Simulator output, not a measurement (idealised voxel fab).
Module name: voxel tone inversion (process module)
Cross-section cut: width 270 nm, square cells of 5 nm.
This document writes a cross-section as a grid whose cells are square, and gives it as bands, listed from the top down; one or more rows of cells form a band.
Top, bottom (nm), then materials left to right with widths (nm); lone material tagged "throughout" fills the whole band edge to edge; "blank" = empty space.
Counting heights begins at 0, where everything beneath is, in the wafer as received, one material. The lowest band has no bottom; it goes on downwards, as "0 -> down" shows.
It should be noted that a width expressed as "30 to 40" varies in equal increments from row to row of cells within the band, taking the value of the first number at the top row and that of the second number at the bottom row.
The designation "nothing got changed", where it is given for a processing step, indicates that no cell of the cross-section was altered in the course of that step.
Each empty space that has no open way to the top and spans at least 8 cells appears under "Closed void entries" as width x height at distance, the distance counted from the left edge, all in nm.
If you see something after the settings on a step's line, that's the simulator's own remark about that step.
overlay nm: step with mask; distance mask lay right of planned place; negative value = left of planned place.
[Planned process steps]
1: RECEIVE (material Si)
2: CONFORMAL_DEP (material SiCN; thk nm 5)
3: DIRECTIONAL_DEP (material aC; thk nm 20)
4: PATTERN (tone cover; mask id POSTS; material resist; width nm 20; pitch nm 50; thk nm 30; overlay nm 0)
5: DIRECTIONAL_ETCH (etch materials aC; depth nm 20)
6: STRIP (etch materials resist)
7: FILL_DEP (material lowk; thk nm 5)
8: CMP (height nm 25)
9: STRIP (etch materials aC)
10: CONFORMAL_DEP (material TiN; thk nm 5)
11: FILL_DEP (material Ru; thk nm 5)
12: CMP (height nm 25)
13: CONFORMAL_DEP (material SiN; thk nm 5)
[Wafer as received: cross-section following step 1]
	0 -> down = Si throughout
	Closed void entries: none
[End-of-module cross-section. Starting structure and process plan as above; one mistake made in running it]
	35 -> 30 = SiN throughout
	30 -> 25 = TiN (105)  Ru (10)  TiN (40)  Ru (10)  TiN (105)
	25 -> 10 = lowk (100)  TiN (5)  Ru (10)  TiN (5)  lowk (30)  TiN (5)  Ru (10)  TiN (5)  lowk (100)
	10 -> 5 = lowk (100)  TiN (20)  lowk (30)  TiN (20)  lowk (100)
	5 -> 0 = SiCN throughout
	0 -> down = Si throughout
	Closed void entries: none
Processing error: step 12 was not run as planned; what actually ran was CMP (height nm 30)
